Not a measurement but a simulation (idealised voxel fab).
process module | voxel self aligned vias
cross-section cut | 290 nm wide | cells 5 nm
A cross-section is a grid of square cells, given in bands from the top down. A band is one or more rows of cells.
Each band's line starts with the height of the band's top and of its bottom, in nm. Then come its materials from left to right, each with its width in nm. One material with "throughout" fills the band from edge to edge. "air" is empty space.
Height 0 is the level under which the wafer as received is all one material. The lowest band goes on downwards, as in "0 down".
A width such as "30 to 40" changes by the same amount from each row of cells to the next, from the band's top row to its bottom row.
"no change" after a step means that no cell of the cross-section changed.
closed voids: empty space of 8 cells or more with no open way to the top, each as width x height at its distance from the left edge, in nm
after a step's settings: what the simulator itself notes on the step
overlay nm, on a step with a mask: how far to the right of its planned place the mask lay; to the left if negative
plan
1 op RECEIVE | material Si
2 op CONFORMAL_DEP | material SiO2 | thk nm 15
3 op CONFORMAL_DEP | material SiCN | thk nm 5
4 op DIRECTIONAL_DEP | material SiO2 | thk nm 30
5 op DIRECTIONAL_DEP | material aC | thk nm 15
6 op PATTERN | tone open | mask id LINES | material resist | width nm 30 | pitch nm 70 | thk nm 30 | overlay nm 0
7 op DIRECTIONAL_ETCH | etch materials aC | depth nm 15
8 op STRIP | etch materials resist
9 op DIRECTIONAL_ETCH | etch materials SiO2 | depth nm 30
10 op STRIP | etch materials aC
11 op CONFORMAL_DEP | material TiN | thk nm 5
12 op FILL_DEP | material W | thk nm 10
13 op CMP | height nm 50
14 op SELECTIVE_ETCH | etch materials W Ru TiN | depth nm 10
15 op FILL_DEP | material SiN | thk nm 5
16 op CMP | height nm 50
17 op DIRECTIONAL_DEP | material SiO2 | thk nm 15
18 op DIRECTIONAL_DEP | material aC | thk nm 15
19 op PATTERN | tone open | mask id VIAS | material resist | width nm 50 | pitch nm 70 | thk nm 30 | overlay nm -15
20 op DIRECTIONAL_ETCH | etch materials aC | depth nm 15
21 op STRIP | etch materials resist
22 op DIRECTIONAL_ETCH | etch materials SiO2 | depth nm 15
23 op DIRECTIONAL_ETCH | etch materials SiN | depth nm 10
24 op STRIP | etch materials aC
25 op CONFORMAL_DEP | material TiN | thk nm 5
26 op FILL_DEP | material W | thk nm 5
27 op CMP | height nm 65
28 op CONFORMAL_DEP | material SiCN | thk nm 5
varied across the wafers: overlay nm of step 19. The plan shows the first wafer's value. All wafers start alike
first wafer as received, after step 1
  0 down: Si throughout
  closed voids: none
each wafer at the end: cells of each material gained (+) or lost (-) since it was received, then its closed voids
overlay nm -15 | +116 SiCN | +4 SiN | +564 SiO2 | +60 TiN | +68 W | closed voids: none
overlay nm -10 | +116 SiCN | +564 SiO2 | +60 TiN | +72 W | closed voids: none
overlay nm -5 | +116 SiCN | +564 SiO2 | +60 TiN | +72 W | closed voids: none
overlay nm 0 | +116 SiCN | +564 SiO2 | +60 TiN | +72 W | closed voids: none
overlay nm 5 | +116 SiCN | +564 SiO2 | +60 TiN | +72 W | closed voids: none
overlay nm 10 | +116 SiCN | +564 SiO2 | +60 TiN | +72 W | closed voids: none
overlay nm 15 | +116 SiCN | +4 SiN | +564 SiO2 | +60 TiN | +68 W | closed voids: none
